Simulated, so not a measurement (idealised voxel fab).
Name of the process module below: voxel released beams
Xsec cut, 180 nm wide, square cell size 5 nm.
How to read a cross-section here: the picture is a grid of square cells, written as bands going from the top down, and any band can span one or more rows of cells. The band entry comprises the height of the band's top followed by the height of its bottom, expressed in nm, and subsequently the band's materials from left to right, each stated together with its width in nm. Where a single material is marked with the word "full width", that material fills the band from edge to edge. The word "blank" represents empty space. A quick word on heights: they are counted from 0, and under that level the wafer as it came to us is one material throughout. The lowest band is different from the rest in having no bottom; it simply continues downward, written as in "0 -> down". Quick explanation for "30 to 40": the width changes in equal steps down the rows of cells, from the first number in the band's top row to the second number in its bottom row. "no change occurred" for a step: no cell of the cross-section changed in that step. The entry "Sealed voids" lists the empty spaces that cover at least 8 cells and have no open path to the top. Each is written as width x height at distance, where the distance is measured from the left edge and all three values are in nm. On each step's line, the part that comes after the settings is the simulator's own comment on the step. overlay nm: mask right of planned place by this much (step with mask). Neg. = left.

-- Process steps (planned)
1 RECEIVE, material Si
2 CONFORMAL_DEP, material Al2O3, thk nm 5
3 DIRECTIONAL_DEP, material SiO2, thk nm 20
4 MASKED_ETCH, tone open, mask id ANCHOR, width nm 40, etch materials SiO2, depth nm 20, overlay nm 0
5 CONFORMAL_DEP, material SiN, thk nm 15
6 PATTERN, tone cover, mask id BEAM, material resist, width nm 105, thk nm 15, overlay nm 0
7 DIRECTIONAL_ETCH, etch materials SiN, depth nm 15
8 STRIP, etch materials resist
9 STRIP, etch materials SiO2

-- What follows covers the first of two wafers; it ran as planned

-- Cross-section of the wafer at receipt, which is the condition after step 1
* 0 -> down = Si full width
* Sealed voids: none

-- You're looking at a cross-section of the wafer after step 2
* 5 -> 0 = Al2O3 full width
* Note: structure below 0 unchanged.

-- You're looking at a cross-section of the wafer after step 3
* 25 -> 5 = SiO2 full width
* Note: structure below 5 unchanged.

-- You're looking at a cross-section of the wafer after step 4
* 25 -> 5 = 40 of SiO2  40 of blank  100 of SiO2
* Note: structure below 5 unchanged.

-- You're looking at a cross-section of the wafer after step 5
* 40 -> 25 = 55 of SiN  10 of blank  115 of SiN
* 25 -> 20 = 40 of SiO2  15 of SiN  10 of blank  15 of SiN  100 of SiO2
* 20 -> 5 = 40 of SiO2  40 of SiN  100 of SiO2
* Note: structure below 5 unchanged.

-- You're looking at a cross-section of the wafer after step 6
* 55 -> 40 = 35 of blank  105 of resist  40 of blank
* 40 -> 25 = 55 of SiN  10 of resist  115 of SiN
* 25 -> 20 = 40 of SiO2  15 of SiN  10 of resist  15 of SiN  100 of SiO2
* Note: structure below 20 unchanged.

-- You're looking at a cross-section of the wafer after step 7
* 55 -> 40 = 35 of blank  105 of resist  40 of blank
* 40 -> 25 = 35 of blank  20 of SiN  10 of resist  75 of SiN  40 of blank
* Note: structure below 25 unchanged.

-- You're looking at a cross-section of the wafer after step 8
* 40 -> 25 = 35 of blank  20 of SiN  10 of blank  75 of SiN  40 of blank
* 25 -> 20 = 40 of SiO2  15 of SiN  10 of blank  15 of SiN  100 of SiO2
* Note: structure below 20 unchanged.

-- You're looking at a cross-section of the wafer after step 9
* 40 -> 25 = 35 of blank  20 of SiN  10 of blank  75 of SiN  40 of blank
* 25 -> 20 = 40 of blank  15 of SiN  10 of blank  15 of SiN  100 of blank
* 20 -> 5 = 40 of blank  40 of SiN  100 of blank
* Note: structure below 5 unchanged.

-- The second wafer began exactly as the first did and followed the same plan, but one mistake was made while running it; through step 4 inclusive, the two wafers are identical

-- Cross-section of the second wafer at the time step 5 of the plan should have ended
* 40 -> 25 = 55 of Al2O3  10 of blank  115 of Al2O3
* 25 -> 20 = 40 of SiO2  15 of Al2O3  10 of blank  15 of Al2O3  100 of SiO2
* 20 -> 5 = 40 of SiO2  40 of Al2O3  100 of SiO2
* Note: structure below 5 unchanged.

-- Cross-section of the second wafer at the time step 6 of the plan should have ended
* 55 -> 40 = 35 of blank  105 of resist  40 of blank
* 40 -> 25 = 55 of Al2O3  10 of resist  115 of Al2O3
* 25 -> 20 = 40 of SiO2  15 of Al2O3  10 of resist  15 of Al2O3  100 of SiO2
* Note: structure below 20 unchanged.

Cross-section of the second wafer at the time step 7 of the plan should have ended: no change occurred

-- Cross-section of the second wafer at the time step 8 of the plan should have ended
* 40 -> 25 = 55 of Al2O3  10 of blank  115 of Al2O3
* 25 -> 20 = 40 of SiO2  15 of Al2O3  10 of blank  15 of Al2O3  100 of SiO2
* Note: structure below 20 unchanged.

Cross-section of the second wafer at the time step 9 of the plan should have ended: no change occurred
What was done differently from what was planned? step 5 was not run as planned; what actually ran was CONFORMAL_DEP, material Al2O3, thk nm 15
Once processing is complete, comparing cell counts shows that the second wafer has more or fewer of certain materials than the first: Al2O3: 132 more | SiN: 87 fewer | SiO2: 112 more
